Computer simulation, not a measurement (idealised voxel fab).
process module | voxel quadruple lines
cross-section cut | 245 nm wide | cells 5 nm
A cross-section is a grid of square cells, given in bands from the top down. A band is one or more rows of cells.
Each band's line starts with the height of the band's top and of its bottom, in nm. Then come its materials from left to right, each with its width in nm. One material with "throughout" fills the band from edge to edge. "air" is empty space.
Height 0 is the level under which the wafer as received is all one material. The lowest band goes on downwards, as in "0 down".
A width such as "30 to 40" changes by the same amount from each row of cells to the next, from the band's top row to its bottom row.
"no change" after a step means that no cell of the cross-section changed.
closed voids: empty space of 8 cells or more with no open way to the top, each as width x height at its distance from the left edge, in nm
after a step's settings: what the simulator itself notes on the step
overlay nm, on a step with a mask: how far to the right of its planned place the mask lay; to the left if negative
plan
1 op RECEIVE | material Si
2 op CONFORMAL_DEP | material Al2O3 | thk nm 5
3 op DIRECTIONAL_DEP | material W | thk nm 10
4 op DIRECTIONAL_DEP | material polySi | thk nm 20
5 op DIRECTIONAL_DEP | material aC | thk nm 20
6 op PATTERN | tone cover | mask id MANDREL | material resist | width nm 35 | pitch nm 100 | thk nm 25 | overlay nm 0
7 op DIRECTIONAL_ETCH | etch materials aC | depth nm 20
8 op STRIP | etch materials resist
9 op CONFORMAL_DEP | material SiO2 | thk nm 15
10 op DIRECTIONAL_ETCH | etch materials SiO2 | depth nm 15
11 op STRIP | etch materials aC
12 op DIRECTIONAL_ETCH | etch materials polySi | depth nm 20
13 op STRIP | etch materials SiO2
14 op CONFORMAL_DEP | material SiN | thk nm 10
15 op DIRECTIONAL_ETCH | etch materials SiN | depth nm 10
16 op STRIP | etch materials polySi
17 op DIRECTIONAL_ETCH | etch materials W | depth nm 10
18 op STRIP | etch materials SiN
as received, after step 1
  0 down: Si throughout
  closed voids: none
a wafer at the end: this start, this plan, one mistake
  15 to 5: air 35 | W 10 | air 10 | W 10 | air 15 | W 10 | air 10 | W 10 | air 25 | W 10 | air 10 | W 10 | air 15 | W 10 | air 10 | W 10 | air 35
  5 to 0: Al2O3 throughout
  0 down: Si throughout
  closed voids: none
what went wrong: step 9 ran as: op CONFORMAL_DEP | material SiO2 | thk nm 10
